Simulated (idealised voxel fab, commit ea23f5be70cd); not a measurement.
Name of the process module below: voxel ribs on slabs
Cross-section cut: width 260 nm, square cells of 5 nm.
We lay out every cross-section as a grid of square cells and spell it out in bands from the top down, where one band means one or more rows of cells.
Basically the band line says how high the top is and how high the bottom is, in nm, and then what's in it from left to right, every material with its width in nm. Empty space shows up as "empty", and if a single material carries "edge to edge" it runs the full band edge to edge.
Zero point of the height axis is 0; under it, received wafer = one material. Lowest band: continues down indefinitely, "0..down".
A two-number width, for instance "30..40", indicates that the width is equal to the first number in the top row of the band and to the second number in the bottom row, and that it changes by a constant amount per row of cells.
No cell of the cross-section changed in a step that is given as "nothing different".
The list in "Cavities, sealed" covers empty spaces of 8 cells or more that cannot reach the top through any open way, and it gives each as width x height at distance; the distance is from the left edge, and width, height and distance are in nm.
Post-settings text on a step line: simulator's own remark regarding the step.
A step line may carry the setting "overlay nm", which, for steps involving a mask, states the distance by which the mask lay to the right of its intended position; negative values denote displacement to the left.
Steps planned for the process
1: RECEIVE with material Si
2: DIRECTIONAL_DEP with material SiO2, thk nm 30
3: DIRECTIONAL_DEP with material SiN, thk nm 15
4: PATTERN with tone cover, mask id RIB, material resist, width nm 25, thk nm 15, overlay nm 0
5: DIRECTIONAL_ETCH with etch materials SiN, depth nm 5
6: STRIP with etch materials resist
7: MASKED_ETCH with tone cover, mask id SLAB, width nm 55, etch materials SiN, depth nm 10, overlay nm 0
8: FILL_DEP with material SiO2, thk nm 25
9: CMP with height nm 65
10: DIRECTIONAL_DEP with material TiN, thk nm 5
11: MASKED_ETCH with tone cover, mask id HEATER, width nm 35, etch materials TiN, depth nm 5, overlay nm 0
12: CONFORMAL_DEP with material SiO2, thk nm 5
Cross-section of the wafer upon arrival, representing the state reached after step 1
	0..down = Si edge to edge
	Cavities, sealed: none
Wafer cross-section at end of module: start and plan as shown above, one execution error
	70..65 = empty: 110; TiN: 35; empty: 115
	65..45 = SiO2 edge to edge
	45..40 = SiO2: 115; SiN: 25; SiO2: 120
	40..30 = SiO2: 100; SiN: 55; SiO2: 105
	30..0 = SiO2 edge to edge
	0..down = Si edge to edge
	Cavities, sealed: none
Heads up, the wafer didn't run the way we planned it: with respect to the plan, step 12 was omitted and not executed
